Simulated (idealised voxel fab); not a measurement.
Documented hereafter: the process module known as voxel transistor to metal.
Section cut is 215 nm wide and gridded with 5 nm square cells.
A cross-section in this document is a grid of square cells, and it is written down as bands, the top band listed before the ones below it; a band is made up of one or more rows of cells.
Band: top and bottom heights (nm) first, top before bottom; then materials from left to right, widths in nm. "everywhere" marks a sole material filling the band edge to edge. "empty" denotes empty space.
Convention: height 0 is the level below which the wafer, as received, is all one material. The lowest band does not terminate at the bottom but continues downward, represented as "from 0 down".
Top row gets the first number, bottom row gets the second, and each row in between changes by the same step: that is how a band width like "30 to 40" works.
Reading "remains unaltered" for a step: not a cell of the cross-section changed in it.
Entrapped voids: empty space of 8 cells or more with no open way to the top, each as width x height at its distance from the left edge, in nm
Read whatever lies past the settings on a step's line as the simulator's own remark about the step.
The optional step-line setting "overlay nm" applies to steps with a mask and quantifies how far to the right of its planned location the mask lay, a negative value indicating leftward placement.
-- List of planned process steps
1) RECEIVE: material Si
2) OXIDIZE: depth nm 5
3) CONFORMAL_DEP: material SiN, thk nm 10
4) DIRECTIONAL_DEP: material aC, thk nm 10
5) PATTERN: tone cover, mask id ACTIVE, material resist, width nm 110, thk nm 25, overlay nm 0
6) DIRECTIONAL_ETCH: etch materials aC, depth nm 10
7) STRIP: etch materials resist
8) DIRECTIONAL_ETCH: etch materials SiN, depth nm 10
9) DIRECTIONAL_ETCH: etch materials SiO2, depth nm 5
10) DIRECTIONAL_ETCH: etch materials Si, depth nm 35
11) STRIP: etch materials aC
12) OXIDIZE: depth nm 5
13) FILL_DEP: material SiO2, thk nm 10
14) CMP: height nm 10
15) SELECTIVE_ETCH: etch materials SiO2, depth nm 10
16) STRIP: etch materials SiN
17) SELECTIVE_ETCH: etch materials SiO2, depth nm 5
18) OXIDIZE: depth nm 5
19) DIRECTIONAL_DEP: material polySi, thk nm 25
20) DIRECTIONAL_DEP: material SiCN, thk nm 10
21) MASKED_ETCH: tone cover, mask id GATE, width nm 30, etch materials SiCN, depth nm 20, overlay nm 0
22) MASKED_ETCH: tone cover, mask id GATE, width nm 30, etch materials polySi, depth nm 35, overlay nm 0
23) CONFORMAL_DEP: material SiO2, thk nm 5
24) DIRECTIONAL_ETCH: etch materials SiO2, depth nm 5
25) CONFORMAL_DEP: material SiN, thk nm 5
26) DIRECTIONAL_ETCH: etch materials SiN, depth nm 5
27) DIRECTIONAL_ETCH: etch materials SiO2, depth nm 5
28) DIRECTIONAL_ETCH: etch materials Si, depth nm 15
29) EPI: material SiGe, thk nm 20
30) FILL_DEP: material SiO2, thk nm 5
31) CMP: height nm 20
32) STRIP: etch materials polySi
33) SELECTIVE_ETCH: etch materials SiO2, depth nm 5
34) CONFORMAL_DEP: material HfO2, thk nm 5
35) CONFORMAL_DEP: material TiN, thk nm 5
36) FILL_DEP: material W, thk nm 10
37) CMP: height nm 15
38) DIRECTIONAL_DEP: material SiO2, thk nm 10
39) PATTERN: tone open, mask id CONTACT, material resist, width nm 15, pitch nm 75, thk nm 15, overlay nm 0
40) DIRECTIONAL_ETCH: etch materials SiO2, depth nm 15
41) STRIP: etch materials resist
42) CONFORMAL_DEP: material TiN, thk nm 5
43) FILL_DEP: material W, thk nm 10
44) CMP: height nm 25
45) CONFORMAL_DEP: material SiCN, thk nm 5
46) DIRECTIONAL_DEP: material lowk, thk nm 25
47) MASKED_ETCH: tone open, mask id METAL_1, width nm 15, pitch nm 75, etch materials lowk, depth nm 25, overlay nm 0
48) MASKED_ETCH: tone open, mask id METAL_1, width nm 15, pitch nm 75, etch materials SiCN, depth nm 5, overlay nm 0
49) CONFORMAL_DEP: material TiN, thk nm 5
50) FILL_DEP: material W, thk nm 10
51) CMP: height nm 55
52) CONFORMAL_DEP: material SiCN, thk nm 5
-- First wafer out of two, processed as planned
-- Cross-section of the incoming wafer, state after step 1
> from 0 down  Si everywhere
> Entrapped voids: none
-- Step 2 done - wafer cross-section
> from 0 to -5  SiO2 everywhere
> Below a height of -5, the structure has not been altered.
-- Step 3 done - wafer cross-section
> from 10 to 0  SiN everywhere
> Below a height of 0, the structure has not been altered.
-- Step 4 done - wafer cross-section
> from 20 to 10  aC everywhere
> Below a height of 10, the structure has not been altered.
-- Step 5 done - wafer cross-section
> from 45 to 20  empty 50, then resist 110, then empty 55
> Below a height of 20, the structure has not been altered.
-- Step 6 done - wafer cross-section
> from 35 to 20  empty 50, then resist 110, then empty 55
> from 20 to 10  empty 50, then aC 110, then empty 55
> Below a height of 10, the structure has not been altered.
-- Step 7 done - wafer cross-section
> from 20 to 10  empty 50, then aC 110, then empty 55
> Below a height of 10, the structure has not been altered.
-- Step 8 done - wafer cross-section
> from 20 to 10  empty 50, then aC 110, then empty 55
> from 10 to 0  empty 50, then SiN 110, then empty 55
> Below a height of 0, the structure has not been altered.
-- Step 9 done - wafer cross-section
> from 20 to 10  empty 50, then aC 110, then empty 55
> from 10 to 0  empty 50, then SiN 110, then empty 55
> from 0 to -5  empty 50, then SiO2 110, then empty 55
> Below a height of -5, the structure has not been altered.
-- Step 10 done - wafer cross-section
> from 20 to 10  empty 50, then aC 110, then empty 55
> from 10 to 0  empty 50, then SiN 110, then empty 55
> from 0 to -5  empty 50, then SiO2 110, then empty 55
> from -5 to -40  empty 50, then Si 110, then empty 55
> Below a height of -40, the structure has not been altered.
-- Step 11 done - wafer cross-section
> from 10 to 0  empty 50, then SiN 110, then empty 55
> Below a height of 0, the structure has not been altered.
-- Step 12 done - wafer cross-section
> from 10 to 0  empty 50, then SiN 110, then empty 55
> from 0 to -5  empty 50, then SiO2 110, then empty 55
> from -5 to -40  empty 50, then SiO2 5, then Si 100, then SiO2 5, then empty 55
> from -40 to -45  SiO2 55, then Si 100, then SiO2 60
> Below a height of -45, the structure has not been altered.
-- Step 13 done - wafer cross-section
> from 20 to 10  SiO2 everywhere
> from 10 to 0  SiO2 50, then SiN 110, then SiO2 55
> from 0 to -5  SiO2 everywhere
> from -5 to -45  SiO2 55, then Si 100, then SiO2 60
> Below a height of -45, the structure has not been altered.
-- Step 14 done - wafer cross-section
> from 10 to 0  SiO2 50, then SiN 110, then SiO2 55
> Below a height of 0, the structure has not been altered.
-- Step 15 done - wafer cross-section
> from 10 to 0  empty 50, then SiN 110, then empty 55
> Below a height of 0, the structure has not been altered.
-- Step 16 done - wafer cross-section
> from 0 to -5  SiO2 everywhere
> Below a height of -5, the structure has not been altered.
-- Step 17 done - wafer cross-section
> from -5 to -45  SiO2 55, then Si 100, then SiO2 60
> Below a height of -45, the structure has not been altered.
-- Step 18 done - wafer cross-section
> from -5 to -10  SiO2 everywhere
> Below a height of -10, the structure has not been altered.
-- Step 19 done - wafer cross-section
> from 20 to -5  polySi everywhere
> Below a height of -5, the structure has not been altered.
-- Step 20 done - wafer cross-section
> from 30 to 20  SiCN everywhere
> Below a height of 20, the structure has not been altered.
-- Step 21 done - wafer cross-section
> from 30 to 20  empty 90, then SiCN 30, then empty 95
> Below a height of 20, the structure has not been altered.
-- Step 22 done - wafer cross-section
> from 30 to 20  empty 90, then SiCN 30, then empty 95
> from 20 to -5  empty 90, then polySi 30, then empty 95
> Below a height of -5, the structure has not been altered.
-- Step 23 done - wafer cross-section
> from 35 to 30  empty 85, then SiO2 40, then empty 90
> from 30 to 20  empty 85, then SiO2 5, then SiCN 30, then SiO2 5, then empty 90
> from 20 to 0  empty 85, then SiO2 5, then polySi 30, then SiO2 5, then empty 90
> from 0 to -5  SiO2 90, then polySi 30, then SiO2 95
> Below a height of -5, the structure has not been altered.
-- Step 24 done - wafer cross-section
> from 30 to 20  empty 85, then SiO2 5, then SiCN 30, then SiO2 5, then empty 90
> from 20 to -5  empty 85, then SiO2 5, then polySi 30, then SiO2 5, then empty 90
> Below a height of -5, the structure has not been altered.
-- Step 25 done - wafer cross-section
> from 35 to 30  empty 80, then SiN 50, then empty 85
> from 30 to 20  empty 80, then SiN 5, then SiO2 5, then SiCN 30, then SiO2 5, then SiN 5, then empty 85
> from 20 to 0  empty 80, then SiN 5, then SiO2 5, then polySi 30, then SiO2 5, then SiN 5, then empty 85
> from 0 to -5  SiN 85, then SiO2 5, then polySi 30, then SiO2 5, then SiN 90
> Below a height of -5, the structure has not been altered.
-- Step 26 done - wafer cross-section
> from 30 to 20  empty 80, then SiN 5, then SiO2 5, then SiCN 30, then SiO2 5, then SiN 5, then empty 85
> from 20 to -5  empty 80, then SiN 5, then SiO2 5, then polySi 30, then SiO2 5, then SiN 5, then empty 85
> Below a height of -5, the structure has not been altered.
-- Step 27 done - wafer cross-section
> from 30 to 25  empty 80, then SiN 5, then empty 5, then SiCN 30, then empty 5, then SiN 5, then empty 85
> from 25 to 20  empty 80, then SiN 5, then SiO2 5, then SiCN 30, then SiO2 5, then SiN 5, then empty 85
> from 20 to -5  empty 80, then SiN 5, then SiO2 5, then polySi 30, then SiO2 5, then SiN 5, then empty 85
> from -5 to -10  empty 80, then SiO2 50, then empty 85
> Below a height of -10, the structure has not been altered.
-- Step 28 done - wafer cross-section
> from 30 to 25  empty 80, then SiN 5, then empty 5, then SiCN 30, then empty 5, then SiN 5, then empty 85
> from 25 to 20  empty 80, then SiN 5, then SiO2 5, then SiCN 30, then SiO2 5, then SiN 5, then empty 85
> from 20 to -5  empty 80, then SiN 5, then SiO2 5, then polySi 30, then SiO2 5, then SiN 5, then empty 85
> from -5 to -10  empty 80, then SiO2 50, then empty 85
> from -10 to -25  SiO2 55, then empty 25, then Si 50, then empty 25, then SiO2 60
> Below a height of -25, the structure has not been altered.
-- Step 29 done - wafer cross-section
> from 30 to 25  empty 80, then SiN 5, then empty 5, then SiCN 30, then empty 5, then SiN 5, then empty 85
> from 25 to 20  empty 80, then SiN 5, then SiO2 5, then SiCN 30, then SiO2 5, then SiN 5, then empty 85
> from 20 to 10  empty 80, then SiN 5, then SiO2 5, then polySi 30, then SiO2 5, then SiN 5, then empty 85
> from 10 to -5  empty 60, then SiGe 20, then SiN 5, then SiO2 5, then polySi 30, then SiO2 5, then SiN 5, then SiGe 20, then empty 65
> from -5 to -10  empty 50, then SiGe 30, then SiO2 50, then SiGe 30, then empty 55
> from -10 to -25  SiO2 55, then SiGe 25, then Si 50, then SiGe 25, then SiO2 60
> Below a height of -25, the structure has not been altered.
-- Step 30 done - wafer cross-section
> from 35 to 30  SiO2 everywhere
> from 30 to 20  SiO2 80, then SiN 5, then SiO2 5, then SiCN 30, then SiO2 5, then SiN 5, then SiO2 85
> from 20 to 10  SiO2 80, then SiN 5, then SiO2 5, then polySi 30, then SiO2 5, then SiN 5, then SiO2 85
> from 10 to -5  SiO2 60, then SiGe 20, then SiN 5, then SiO2 5, then polySi 30, then SiO2 5, then SiN 5, then SiGe 20, then SiO2 65
> from -5 to -10  SiO2 50, then SiGe 30, then SiO2 50, then SiGe 30, then SiO2 55
> Below a height of -10, the structure has not been altered.
-- Step 31 done - wafer cross-section
> from 20 to 10  SiO2 80, then SiN 5, then SiO2 5, then polySi 30, then SiO2 5, then SiN 5, then SiO2 85
> Below a height of 10, the structure has not been altered.
-- Step 32 done - wafer cross-section
> from 20 to 10  SiO2 80, then SiN 5, then SiO2 5, then empty 30, then SiO2 5, then SiN 5, then SiO2 85
> from 10 to -5  SiO2 60, then SiGe 20, then SiN 5, then SiO2 5, then empty 30, then SiO2 5, then SiN 5, then SiGe 20, then SiO2 65
> Below a height of -5, the structure has not been altered.
-- Step 33 done - wafer cross-section
> from 20 to 15  empty 80, then SiN 5, then empty 40, then SiN 5, then empty 85
> from 15 to 10  SiO2 80, then SiN 5, then empty 40, then SiN 5, then SiO2 85
> from 10 to -5  SiO2 60, then SiGe 20, then SiN 5, then empty 40, then SiN 5, then SiGe 20, then SiO2 65
> from -5 to -10  SiO2 50, then SiGe 30, then SiO2 5, then empty 40, then SiO2 5, then SiGe 30, then SiO2 55
> Below a height of -10, the structure has not been altered.
-- Step 34 done - wafer cross-section
> from 25 to 20  empty 75, then HfO2 15, then empty 30, then HfO2 15, then empty 80
> from 20 to 15  HfO2 80, then SiN 5, then HfO2 5, then empty 30, then HfO2 5, then SiN 5, then HfO2 85
> from 15 to 10  SiO2 80, then SiN 5, then HfO2 5, then empty 30, then HfO2 5, then SiN 5, then SiO2 85
> from 10 to -5  SiO2 60, then SiGe 20, then SiN 5, then HfO2 5, then empty 30, then HfO2 5, then SiN 5, then SiGe 20, then SiO2 65
> from -5 to -10  SiO2 50, then SiGe 30, then SiO2 5, then HfO2 40, then SiO2 5, then SiGe 30, then SiO2 55
> Below a height of -10, the structure has not been altered.
-- Step 35 done - wafer cross-section
> from 30 to 25  empty 70, then TiN 25, then empty 20, then TiN 25, then empty 75
> from 25 to 20  TiN 75, then HfO2 15, then TiN 5, then empty 20, then TiN 5, then HfO2 15, then TiN 80
> from 20 to 15  HfO2 80, then SiN 5, then HfO2 5, then TiN 5, then empty 20, then TiN 5, then HfO2 5, then SiN 5, then HfO2 85
> from 15 to 10  SiO2 80, then SiN 5, then HfO2 5, then TiN 5, then empty 20, then TiN 5, then HfO2 5, then SiN 5, then SiO2 85
> from 10 to 0  SiO2 60, then SiGe 20, then SiN 5, then HfO2 5, then TiN 5, then empty 20, then TiN 5, then HfO2 5, then SiN 5, then SiGe 20, then SiO2 65
> from 0 to -5  SiO2 60, then SiGe 20, then SiN 5, then HfO2 5, then TiN 30, then HfO2 5, then SiN 5, then SiGe 20, then SiO2 65
> Below a height of -5, the structure has not been altered.
-- Step 36 done - wafer cross-section
> from 40 to 30  W everywhere
> from 30 to 25  W 70, then TiN 25, then W 20, then TiN 25, then W 75
> from 25 to 20  TiN 75, then HfO2 15, then TiN 5, then W 20, then TiN 5, then HfO2 15, then TiN 80
> from 20 to 15  HfO2 80, then SiN 5, then HfO2 5, then TiN 5, then W 20, then TiN 5, then HfO2 5, then SiN 5, then HfO2 85
> from 15 to 10  SiO2 80, then SiN 5, then HfO2 5, then TiN 5, then W 20, then TiN 5, then HfO2 5, then SiN 5, then SiO2 85
> from 10 to 0  SiO2 60, then SiGe 20, then SiN 5, then HfO2 5, then TiN 5, then W 20, then TiN 5, then HfO2 5, then SiN 5, then SiGe 20, then SiO2 65
> Below a height of 0, the structure has not been altered.
-- Step 37 done - wafer cross-section
> from 15 to 10  SiO2 80, then SiN 5, then HfO2 5, then TiN 5, then W 20, then TiN 5, then HfO2 5, then SiN 5, then SiO2 85
> Below a height of 10, the structure has not been altered.
-- Step 38 done - wafer cross-section
> from 25 to 15  SiO2 everywhere
> Below a height of 15, the structure has not been altered.
-- Step 39 done - wafer cross-section
> from 40 to 25  resist 60, then empty 15, then resist 60, then empty 15, then resist 65
> Below a height of 25, the structure has not been altered.
-- Step 40 done - wafer cross-section
> from 40 to 25  resist 60, then empty 15, then resist 60, then empty 15, then resist 65
> from 25 to 15  SiO2 60, then empty 15, then SiO2 60, then empty 15, then SiO2 65
> from 15 to 10  SiO2 60, then empty 15, then SiO2 5, then SiN 5, then HfO2 5, then TiN 5, then W 20, then TiN 5, then HfO2 5, then SiN 5, then SiO2 5, then empty 15, then SiO2 65
> Below a height of 10, the structure has not been altered.
-- Step 41 done - wafer cross-section
> from 25 to 15  SiO2 60, then empty 15, then SiO2 60, then empty 15, then SiO2 65
> Below a height of 15, the structure has not been altered.
-- Step 42 done - wafer cross-section
> from 30 to 25  TiN 65, then empty 5, then TiN 70, then empty 5, then TiN 70
> from 25 to 15  SiO2 60, then TiN 5, then empty 5, then TiN 5, then SiO2 60, then TiN 5, then empty 5, then TiN 5, then SiO2 65
> from 15 to 10  SiO2 60, then TiN 15, then SiO2 5, then SiN 5, then HfO2 5, then TiN 5, then W 20, then TiN 5, then HfO2 5, then SiN 5, then SiO2 5, then TiN 15, then SiO2 65
> Below a height of 10, the structure has not been altered.
-- Step 43 done - wafer cross-section
> from 40 to 30  W everywhere
> from 30 to 25  TiN 65, then W 5, then TiN 70, then W 5, then TiN 70
> from 25 to 15  SiO2 60, then TiN 5, then W 5, then TiN 5, then SiO2 60, then TiN 5, then W 5, then TiN 5, then SiO2 65
> Below a height of 15, the structure has not been altered.
-- Step 44 done - wafer cross-section
> from 25 to 15  SiO2 60, then TiN 5, then W 5, then TiN 5, then SiO2 60, then TiN 5, then W 5, then TiN 5, then SiO2 65
> Below a height of 15, the structure has not been altered.
-- Step 45 done - wafer cross-section
> from 30 to 25  SiCN everywhere
> Below a height of 25, the structure has not been altered.
-- Step 46 done - wafer cross-section
> from 55 to 30  lowk everywhere
> Below a height of 30, the structure has not been altered.
-- Step 47 done - wafer cross-section
> from 55 to 30  lowk 60, then empty 15, then lowk 60, then empty 15, then lowk 65
> Below a height of 30, the structure has not been altered.
-- Step 48 done - wafer cross-section
> from 55 to 30  lowk 60, then empty 15, then lowk 60, then empty 15, then lowk 65
> from 30 to 25  SiCN 60, then empty 15, then SiCN 60, then empty 15, then SiCN 65
> Below a height of 25, the structure has not been altered.
-- Step 49 done - wafer cross-section
> from 60 to 55  TiN 65, then empty 5, then TiN 70, then empty 5, then TiN 70
> from 55 to 30  lowk 60, then TiN 5, then empty 5, then TiN 5, then lowk 60, then TiN 5, then empty 5, then TiN 5, then lowk 65
> from 30 to 25  SiCN 60, then TiN 15, then SiCN 60, then TiN 15, then SiCN 65
> Below a height of 25, the structure has not been altered.
-- Step 50 done - wafer cross-section
> from 70 to 60  W everywhere
> from 60 to 55  TiN 65, then W 5, then TiN 70, then W 5, then TiN 70
> from 55 to 30  lowk 60, then TiN 5, then W 5, then TiN 5, then lowk 60, then TiN 5, then W 5, then TiN 5, then lowk 65
> Below a height of 30, the structure has not been altered.
-- Step 51 done - wafer cross-section
> from 55 to 30  lowk 60, then TiN 5, then W 5, then TiN 5, then lowk 60, then TiN 5, then W 5, then TiN 5, then lowk 65
> Below a height of 30, the structure has not been altered.
-- Step 52 done - wafer cross-section
> from 60 to 55  SiCN everywhere
> Below a height of 55, the structure has not been altered.
-- Second wafer, same starting conditions and recipe as the first, one mistake in executing it, nothing differs from the first up to and including step 46
-- Cross-section of the second wafer at the time step 47 of the plan should have ended
> from 55 to 30  lowk 55, then empty 25, then lowk 50, then empty 25, then lowk 60
> Below a height of 30, the structure has not been altered.
-- Cross-section of the second wafer at the time step 48 of the plan should have ended
> from 55 to 30  lowk 55, then empty 25, then lowk 50, then empty 25, then lowk 60
> from 30 to 25  SiCN 60, then empty 15, then SiCN 60, then empty 15, then SiCN 65
> Below a height of 25, the structure has not been altered.
-- Cross-section of the second wafer at the time step 49 of the plan should have ended
> from 60 to 55  TiN 60, then empty 15, then TiN 60, then empty 15, then TiN 65
> from 55 to 35  lowk 55, then TiN 5, then empty 15, then TiN 5, then lowk 50, then TiN 5, then empty 15, then TiN 5, then lowk 60
> from 35 to 30  lowk 55, then TiN 10, then empty 5, then TiN 10, then lowk 50, then TiN 10, then empty 5, then TiN 10, then lowk 60
> from 30 to 25  SiCN 60, then TiN 15, then SiCN 60, then TiN 15, then SiCN 65
> Below a height of 25, the structure has not been altered.
-- Cross-section of the second wafer at the time step 50 of the plan should have ended
> from 70 to 60  W everywhere
> from 60 to 55  TiN 60, then W 15, then TiN 60, then W 15, then TiN 65
> from 55 to 35  lowk 55, then TiN 5, then W 15, then TiN 5, then lowk 50, then TiN 5, then W 15, then TiN 5, then lowk 60
> from 35 to 30  lowk 55, then TiN 10, then W 5, then TiN 10, then lowk 50, then TiN 10, then W 5, then TiN 10, then lowk 60
> Below a height of 30, the structure has not been altered.
-- Cross-section of the second wafer at the time step 51 of the plan should have ended
> from 55 to 35  lowk 55, then TiN 5, then W 15, then TiN 5, then lowk 50, then TiN 5, then W 15, then TiN 5, then lowk 60
> Below a height of 35, the structure has not been altered.
-- Cross-section of the second wafer at the time step 52 of the plan should have ended
> from 60 to 55  SiCN everywhere
> Below a height of 55, the structure has not been altered.
What was the processing mistake? in deviation from the planned setting, step 47 was conducted as MASKED_ETCH: tone open, mask id METAL_1, width nm 25, pitch nm 75, etch materials lowk, depth nm 25, overlay nm 0
Per the end-of-run cell counts, the second wafer holds more or fewer of some materials than the first: TiN +4; W +16; lowk -20
